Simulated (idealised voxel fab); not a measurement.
You're looking at the process module voxel tone inversion.
Shown is cross-section cut, with a width of 255 nm and square cells of size 5 nm.
Just so we're on the same page, the cross-sections are grids of square cells, and they're listed out in bands top to bottom, each band one or more rows deep.
Heads up on the band format: heights come first, top then bottom, in nm. After that it's the materials left to right, each with its width in nm. A single material flagged "everywhere" fills the whole band edge to edge, and "empty" means there's empty space there.
Measure heights from 0. That's the level where, below it, the as-received wafer is all one material. The lowest band is bottomless and extends downward; write it as in "0 down".
The two numbers in a width such as "30 to 40" mark its ends across the band: the first belongs to the top row of cells, the second to the bottom row, and from each row to the next the width moves by the same amount.
Given "no change occurred" for a step, no cell of the cross-section differs between before and after that step.
The entry titled "Closed void catalog" provides the empty spaces that have no open way to the top, restricted to those of 8 cells or more. Each is presented as width x height at distance, the distance being measured from the left edge, with all three in nm.
Post-settings text on a step line: simulator's own remark regarding the step.
The "overlay nm" setting may appear on a step's line; for a step that uses a mask, it gives how far to the right of its planned position the mask lay, and a negative value indicates the left.

Steps in the process plan:
| 1 | RECEIVE [material Si] |
| 2 | CONFORMAL_DEP [material SiN] [thk nm 5] |
| 3 | DIRECTIONAL_DEP [material polySi] [thk nm 15] |
| 4 | PATTERN [tone cover] [mask id POSTS] [material resist] [width nm 25] [pitch nm 40] [thk nm 25] [overlay nm 0] |
| 5 | DIRECTIONAL_ETCH [etch materials polySi] [depth nm 15] |
| 6 | STRIP [etch materials resist] |
| 7 | FILL_DEP [material lowk] [thk nm 5] |
| 8 | CMP [height nm 20] |
| 9 | STRIP [etch materials polySi] |
| 10 | CONFORMAL_DEP [material TiN] [thk nm 5] |
| 11 | FILL_DEP [material Cu] [thk nm 10] |
| 12 | CMP [height nm 20] |
| 13 | CONFORMAL_DEP [material SiN] [thk nm 5] |

Received-state cross-section, reflecting completion of step 1:
> 0 down: Si everywhere
> Closed void catalog: none

One mistake in running the module, otherwise start and plan as above: cross-section at the end:
> 25 to 20: SiN everywhere
> 20 to 15: lowk everywhere
> 15 to 0: lowk=95, then polySi=25, then lowk=15, then polySi=25, then lowk=95
> 0 down: Si everywhere
> Closed void catalog: none
Want to know what went wrong? plan step 2 was not performed, having been skipped
